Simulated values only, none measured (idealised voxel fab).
Process module heading - voxel ribs on slabs
Shown is cross-section cut, with a width of 235 nm and square cells of size 5 nm.
A cross-section in this document is a grid of square cells, and it is written down as bands, the top band listed before the ones below it; a band is made up of one or more rows of cells. Each band's line starts with the height of the band's top and of its bottom, in nm. Then come its materials from left to right, each with its width in nm. One material with "edge to edge" fills the band from edge to edge. "blank" is empty space. Heights are expressed relative to 0, this being the level below which the as-received wafer comprises one material exclusively. The lowest band is unbounded in the downward direction and is denoted as in "from 0 down". Quick explanation for "30->40": the width changes in equal steps down the rows of cells, from the first number in the band's top row to the second number in its bottom row. "all unchanged" for a step: no cell of the cross-section changed in that step. What "Sealed-off cavities" gives you is every empty space of 8 cells or more that is cut off from the top. Each appears as width x height at distance, with the distance taken from the left edge and width, height and distance all in nm. Step line, after settings: the simulator's comment on this step. overlay nm: how far to the right of its planned place the mask lay on this masked step (negative: to the left).
Process steps foreseen in the plan
1 RECEIVE, material Si
2 DIRECTIONAL_DEP, material SiO2, thk nm 30
3 DIRECTIONAL_DEP, material polySi, thk nm 15
4 MASKED_ETCH, tone cover, mask id RIB, width nm 30, etch materials polySi, depth nm 10, overlay nm 0
5 PATTERN, tone cover, mask id SLAB, material resist, width nm 90, thk nm 15, overlay nm 0
6 DIRECTIONAL_ETCH, etch materials polySi, depth nm 5
7 STRIP, etch materials resist
8 FILL_DEP, material SiO2, thk nm 15
9 CMP, height nm 55
10 DIRECTIONAL_DEP, material TiN, thk nm 5
11 DIRECTIONAL_DEP, material aC, thk nm 10
12 PATTERN, tone cover, mask id HEATER, material resist, width nm 40, thk nm 25, overlay nm 0
13 DIRECTIONAL_ETCH, etch materials aC, depth nm 10
14 STRIP, etch materials resist
15 DIRECTIONAL_ETCH, etch materials TiN, depth nm 5
16 STRIP, etch materials aC
17 CONFORMAL_DEP, material SiN, thk nm 10
Wafer at receipt (post step 1), cross-section
from 0 down: Si edge to edge
Sealed-off cavities: none
As-planned run: cross-section of the first of two wafers at end of module
from 70 to 65: blank=85 | SiN=60 | blank=90
from 65 to 60: SiN edge to edge
from 60 to 55: SiN=95 | TiN=40 | SiN=100
from 55 to 45: SiO2 edge to edge
from 45 to 35: SiO2=100 | polySi=30 | SiO2=105
from 35 to 30: SiO2=70 | polySi=90 | SiO2=75
from 30 to 0: SiO2 edge to edge
from 0 down: Si edge to edge
Sealed-off cavities: none
Cross-sectional view of the second of two wafers upon completion of the module. This wafer shared its starting condition and process plan with the first; one error was made during its execution
from 70 to 65: blank=85 | SiN=60 | blank=90
from 65 to 60: SiN edge to edge
from 60 to 55: SiN=95 | TiN=40 | SiN=100
from 55 to 45: SiO2 edge to edge
from 45 to 40: SiO2=70 | polySi=30 | SiO2=30 | polySi=30 | SiO2=75
from 40 to 35: polySi=100 | SiO2=30 | polySi=105
from 35 to 30: polySi edge to edge
from 30 to 0: SiO2 edge to edge
from 0 down: Si edge to edge
Sealed-off cavities: none
What was done differently from what was planned? it should be noted that step 4 was executed with settings other than those planned, the operation and settings actually applied being MASKED_ETCH, tone open, mask id RIB, width nm 30, etch materials polySi, depth nm 10, overlay nm 0
In the final state, the cell counts of the second wafer exceed or fall short of those of the first for the following materials: 70 fewer of SiO2; 70 more of polySi
